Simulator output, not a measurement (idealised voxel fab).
The following process module bears the name voxel self aligned vias.
Pictured: cross-section cut, 240 nm wide, on a grid of 5 nm square cells.
Cross-sections here: square-cell grids, written as top-down lists of bands, a band being one or more rows of cells. The entry gives the band's vertical extent as a top height and a bottom height in nm, then its horizontal make-up as materials from left to right, each with a width in nm. "empty" stands for empty space; a single material marked "full width" fills the band edge to edge. Convention: height 0 is the level below which the wafer, as received, is all one material. The lowest band does not terminate at the bottom but continues downward, represented as "0..down". Width spec "30->40" -> top row of cells at first value, bottom row at second value, equal per-row change in between. Take "left unchanged" at face value: in the step it is given for, the cross-section changed in none of its cells. Sealed-off cavities: empty space of 8 cells or more with no open way to the top, each as width x height at its distance from the left edge, in nm. Formally, on a step line, whatever follows the settings is a remark that the simulator itself makes on the step. On any step carrying a mask, the "overlay nm" setting, if present on the step's line, tells how far right of its planned place the mask lay; negative values point to the left.
# Below is the list of planned process steps
1 RECEIVE [material Si]
2 CONFORMAL_DEP [material SiO2] [thk nm 15]
3 CONFORMAL_DEP [material SiCN] [thk nm 5]
4 DIRECTIONAL_DEP [material SiO2] [thk nm 25]
5 MASKED_ETCH [tone open] [mask id LINES] [width nm 30] [pitch nm 55] [etch materials SiO2] [depth nm 25] [overlay nm 0]
6 CONFORMAL_DEP [material TiN] [thk nm 5]
7 FILL_DEP [material W] [thk nm 10]
8 CMP [height nm 45]
9 SELECTIVE_ETCH [etch materials W Ru TiN] [depth nm 5]
10 FILL_DEP [material SiN] [thk nm 10]
11 CMP [height nm 45]
12 DIRECTIONAL_DEP [material SiO2] [thk nm 20]
13 MASKED_ETCH [tone open] [mask id VIAS] [width nm 30] [pitch nm 55] [etch materials SiO2] [depth nm 20] [overlay nm 0]
14 MASKED_ETCH [tone open] [mask id VIAS] [width nm 40] [pitch nm 55] [etch materials SiN] [depth nm 5] [overlay nm 0]
15 CONFORMAL_DEP [material TiN] [thk nm 5]
16 FILL_DEP [material W] [thk nm 10]
17 CMP [height nm 65]
18 CONFORMAL_DEP [material SiCN] [thk nm 5]
varied across the wafers: width nm of step 13. The plan shows the first wafer's value. All wafers start alike
# Incoming state of the first of several wafers in cross-section: after step 1
  0..down | Si full width
  Sealed-off cavities: none
# Below, a row for every wafer. Read it as the end-of-module picture: for each material the wafer shows its cells gained (+) or lost (-) since it was received, and then its closed voids
width nm 30, +96 SiCN, +468 SiO2, +52 TiN, +56 W, Sealed-off cavities: none
width nm 35, +96 SiCN, +460 SiO2, +54 TiN, +62 W, Sealed-off cavities: none
width nm 40, +96 SiCN, +452 SiO2, +56 TiN, +68 W, Sealed-off cavities: none
